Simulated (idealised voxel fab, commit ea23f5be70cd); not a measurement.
Name of the process module below: voxel ribs on slabs
Section shown: cut. Width: 300 nm. Cell size: 5 nm, square.
A cross-section is written here as square cells arranged in a grid, and it is given in bands from the top down, each band taking up one or more rows of cells.
Band: top height; bottom height; in nm. Then, left to right: material with width in nm, for each material. "throughout": a single material spanning edge to edge. "empty": empty space.
Below 0: as-received wafer, all one material; heights counted from there. Lowest band: no bottom, goes on down, written "0 down".
Read "30->40" as a graded width: first number on top, second number at the bottom, same change between each pair of neighbouring rows.
Step marked "nothing was modified"? Then no cell in the cross-section changed in it.
Any empty space of 8 cells or more lacking an open way to the top shows up in "Enclosed voids" as width x height at distance, distance from the left edge, in nm.
Step line, after settings: the simulator's comment on this step.
overlay nm, on a step with a mask: how far to the right of its planned place the mask lay; to the left if negative

THIS SECTION LISTS THE PROCESS STEPS THAT WERE PLANNED
- 1: RECEIVE,material Si
- 2: DIRECTIONAL_DEP,material SiO2,thk nm 20
- 3: DIRECTIONAL_DEP,material SiN,thk nm 25
- 4: DIRECTIONAL_DEP,material aC,thk nm 15
- 5: PATTERN,tone cover,mask id RIB,material resist,width nm 15,thk nm 30,overlay nm 0
- 6: DIRECTIONAL_ETCH,etch materials aC,depth nm 15
- 7: STRIP,etch materials resist
- 8: DIRECTIONAL_ETCH,etch materials SiN,depth nm 10
- 9: STRIP,etch materials aC
- 10: DIRECTIONAL_DEP,material aC,thk nm 10
- 11: PATTERN,tone cover,mask id SLAB,material resist,width nm 55,thk nm 30,overlay nm 0
- 12: DIRECTIONAL_ETCH,etch materials aC,depth nm 10
- 13: STRIP,etch materials resist
- 14: DIRECTIONAL_ETCH,etch materials SiN,depth nm 15
- 15: STRIP,etch materials aC
- 16: FILL_DEP,material SiO2,thk nm 20
- 17: CMP,height nm 55
- 18: DIRECTIONAL_DEP,material W,thk nm 5
- 19: DIRECTIONAL_DEP,material aC,thk nm 10
- 20: PATTERN,tone cover,mask id HEATER,material resist,width nm 25,thk nm 30,overlay nm 0
- 21: DIRECTIONAL_ETCH,etch materials aC,depth nm 10
- 22: STRIP,etch materials resist
- 23: DIRECTIONAL_ETCH,etch materials W,depth nm 5
- 24: STRIP,etch materials aC
- 25: CONFORMAL_DEP,material SiO2,thk nm 10

THE FIRST OF TWO WAFERS, RUN AS PLANNED

AS RECEIVED, AFTER STEP 1
  0 down = Si throughout
  Enclosed voids: none

WAFER AFTER STEP 2 (CROSS-SECTION)
  20 to 0 = SiO2 throughout
  Under 0: no change, same as before.

WAFER AFTER STEP 3 (CROSS-SECTION)
  45 to 20 = SiN throughout
  Under 20: no change, same as before.

WAFER AFTER STEP 4 (CROSS-SECTION)
  60 to 45 = aC throughout
  Under 45: no change, same as before.

WAFER AFTER STEP 5 (CROSS-SECTION)
  90 to 60 = empty=140 | resist=15 | empty=145
  Under 60: no change, same as before.

WAFER AFTER STEP 6 (CROSS-SECTION)
  75 to 60 = empty=140 | resist=15 | empty=145
  60 to 45 = empty=140 | aC=15 | empty=145
  Under 45: no change, same as before.

WAFER AFTER STEP 7 (CROSS-SECTION)
  60 to 45 = empty=140 | aC=15 | empty=145
  Under 45: no change, same as before.

WAFER AFTER STEP 8 (CROSS-SECTION)
  60 to 45 = empty=140 | aC=15 | empty=145
  45 to 35 = empty=140 | SiN=15 | empty=145
  Under 35: no change, same as before.

WAFER AFTER STEP 9 (CROSS-SECTION)
  45 to 35 = empty=140 | SiN=15 | empty=145
  Under 35: no change, same as before.

WAFER AFTER STEP 10 (CROSS-SECTION)
  55 to 45 = empty=140 | aC=15 | empty=145
  45 to 35 = aC=140 | SiN=15 | aC=145
  Under 35: no change, same as before.

WAFER AFTER STEP 11 (CROSS-SECTION)
  85 to 55 = empty=120 | resist=55 | empty=125
  55 to 45 = empty=120 | resist=20 | aC=15 | resist=20 | empty=125
  Under 45: no change, same as before.

WAFER AFTER STEP 12 (CROSS-SECTION)
  75 to 55 = empty=120 | resist=55 | empty=125
  55 to 45 = empty=120 | resist=20 | aC=15 | resist=20 | empty=125
  45 to 35 = empty=120 | aC=20 | SiN=15 | aC=20 | empty=125
  Under 35: no change, same as before.

WAFER AFTER STEP 13 (CROSS-SECTION)
  55 to 45 = empty=140 | aC=15 | empty=145
  Under 45: no change, same as before.

WAFER AFTER STEP 14 (CROSS-SECTION)
  55 to 45 = empty=140 | aC=15 | empty=145
  45 to 35 = empty=120 | aC=20 | SiN=15 | aC=20 | empty=125
  35 to 20 = empty=120 | SiN=55 | empty=125
  Under 20: no change, same as before.

WAFER AFTER STEP 15 (CROSS-SECTION)
  45 to 35 = empty=140 | SiN=15 | empty=145
  Under 35: no change, same as before.

WAFER AFTER STEP 16 (CROSS-SECTION)
  65 to 45 = SiO2 throughout
  45 to 35 = SiO2=140 | SiN=15 | SiO2=145
  35 to 20 = SiO2=120 | SiN=55 | SiO2=125
  Under 20: no change, same as before.

WAFER AFTER STEP 17 (CROSS-SECTION)
  55 to 45 = SiO2 throughout
  Under 45: no change, same as before.

WAFER AFTER STEP 18 (CROSS-SECTION)
  60 to 55 = W throughout
  Under 55: no change, same as before.

WAFER AFTER STEP 19 (CROSS-SECTION)
  70 to 60 = aC throughout
  Under 60: no change, same as before.

WAFER AFTER STEP 20 (CROSS-SECTION)
  100 to 70 = empty=135 | resist=25 | empty=140
  Under 70: no change, same as before.

WAFER AFTER STEP 21 (CROSS-SECTION)
  90 to 70 = empty=135 | resist=25 | empty=140
  70 to 60 = empty=135 | aC=25 | empty=140
  Under 60: no change, same as before.

WAFER AFTER STEP 22 (CROSS-SECTION)
  70 to 60 = empty=135 | aC=25 | empty=140
  Under 60: no change, same as before.

WAFER AFTER STEP 23 (CROSS-SECTION)
  70 to 60 = empty=135 | aC=25 | empty=140
  60 to 55 = empty=135 | W=25 | empty=140
  Under 55: no change, same as before.

WAFER AFTER STEP 24 (CROSS-SECTION)
  60 to 55 = empty=135 | W=25 | empty=140
  Under 55: no change, same as before.

WAFER AFTER STEP 25 (CROSS-SECTION)
  70 to 65 = empty=125 | SiO2=45 | empty=130
  65 to 60 = SiO2 throughout
  60 to 55 = SiO2=135 | W=25 | SiO2=140
  Under 55: no change, same as before.

WAFER TWO. IDENTICAL START, IDENTICAL PLAN. ONE MISTAKE IN EXECUTION. IDENTICAL HISTORY THROUGH STEP 10

CROSS-SECTIONAL REPRESENTATION OF THE SECOND WAFER AT THE TIME DESIGNATED IN THE PLAN FOR THE COMPLETION OF STEP 11
  85 to 55 = resist=120 | empty=55 | resist=125
  55 to 45 = resist=120 | empty=20 | aC=15 | empty=20 | resist=125
  Under 45: no change, same as before.

CROSS-SECTIONAL REPRESENTATION OF THE SECOND WAFER AT THE TIME DESIGNATED IN THE PLAN FOR THE COMPLETION OF STEP 12
  75 to 45 = resist=120 | empty=55 | resist=125
  45 to 35 = aC=120 | empty=20 | SiN=15 | empty=20 | aC=125
  Under 35: no change, same as before.

CROSS-SECTIONAL REPRESENTATION OF THE SECOND WAFER AT THE TIME DESIGNATED IN THE PLAN FOR THE COMPLETION OF STEP 13
  45 to 35 = aC=120 | empty=20 | SiN=15 | empty=20 | aC=125
  Under 35: no change, same as before.

CROSS-SECTIONAL REPRESENTATION OF THE SECOND WAFER AT THE TIME DESIGNATED IN THE PLAN FOR THE COMPLETION OF STEP 14
  45 to 35 = aC=120 | empty=55 | aC=125
  35 to 30 = SiN=120 | empty=55 | SiN=125
  30 to 20 = SiN=120 | empty=20 | SiN=15 | empty=20 | SiN=125
  Under 20: no change, same as before.

CROSS-SECTIONAL REPRESENTATION OF THE SECOND WAFER AT THE TIME DESIGNATED IN THE PLAN FOR THE COMPLETION OF STEP 15
  35 to 30 = SiN=120 | empty=55 | SiN=125
  Under 30: no change, same as before.

CROSS-SECTIONAL REPRESENTATION OF THE SECOND WAFER AT THE TIME DESIGNATED IN THE PLAN FOR THE COMPLETION OF STEP 16
  55 to 35 = SiO2 throughout
  35 to 30 = SiN=120 | SiO2=55 | SiN=125
  30 to 20 = SiN=120 | SiO2=20 | SiN=15 | SiO2=20 | SiN=125
  Under 20: no change, same as before.

Cross-sectional representation of the second wafer at the time designated in the plan for the completion of step 17: nothing was modified

CROSS-SECTIONAL REPRESENTATION OF THE SECOND WAFER AT THE TIME DESIGNATED IN THE PLAN FOR THE COMPLETION OF STEP 18
  60 to 55 = W throughout
  Under 55: no change, same as before.

CROSS-SECTIONAL REPRESENTATION OF THE SECOND WAFER AT THE TIME DESIGNATED IN THE PLAN FOR THE COMPLETION OF STEP 19
  70 to 60 = aC throughout
  Under 60: no change, same as before.

CROSS-SECTIONAL REPRESENTATION OF THE SECOND WAFER AT THE TIME DESIGNATED IN THE PLAN FOR THE COMPLETION OF STEP 20
  100 to 70 = empty=135 | resist=25 | empty=140
  Under 70: no change, same as before.

CROSS-SECTIONAL REPRESENTATION OF THE SECOND WAFER AT THE TIME DESIGNATED IN THE PLAN FOR THE COMPLETION OF STEP 21
  90 to 70 = empty=135 | resist=25 | empty=140
  70 to 60 = empty=135 | aC=25 | empty=140
  Under 60: no change, same as before.

CROSS-SECTIONAL REPRESENTATION OF THE SECOND WAFER AT THE TIME DESIGNATED IN THE PLAN FOR THE COMPLETION OF STEP 22
  70 to 60 = empty=135 | aC=25 | empty=140
  Under 60: no change, same as before.

CROSS-SECTIONAL REPRESENTATION OF THE SECOND WAFER AT THE TIME DESIGNATED IN THE PLAN FOR THE COMPLETION OF STEP 23
  70 to 60 = empty=135 | aC=25 | empty=140
  60 to 55 = empty=135 | W=25 | empty=140
  Under 55: no change, same as before.

CROSS-SECTIONAL REPRESENTATION OF THE SECOND WAFER AT THE TIME DESIGNATED IN THE PLAN FOR THE COMPLETION OF STEP 24
  60 to 55 = empty=135 | W=25 | empty=140
  Under 55: no change, same as before.

CROSS-SECTIONAL REPRESENTATION OF THE SECOND WAFER AT THE TIME DESIGNATED IN THE PLAN FOR THE COMPLETION OF STEP 25
  70 to 65 = empty=125 | SiO2=45 | empty=130
  65 to 60 = SiO2 throughout
  60 to 55 = SiO2=135 | W=25 | SiO2=140
  Under 55: no change, same as before.
Finding, execution versus plan: step 11, actual vs plan mismatch, actual run PATTERN,tone open,mask id SLAB,material resist,width nm 55,thk nm 30,overlay nm 0
End check, counted in cells, second wafer has more or fewer of these materials than the first: SiN +114, SiO2 -114
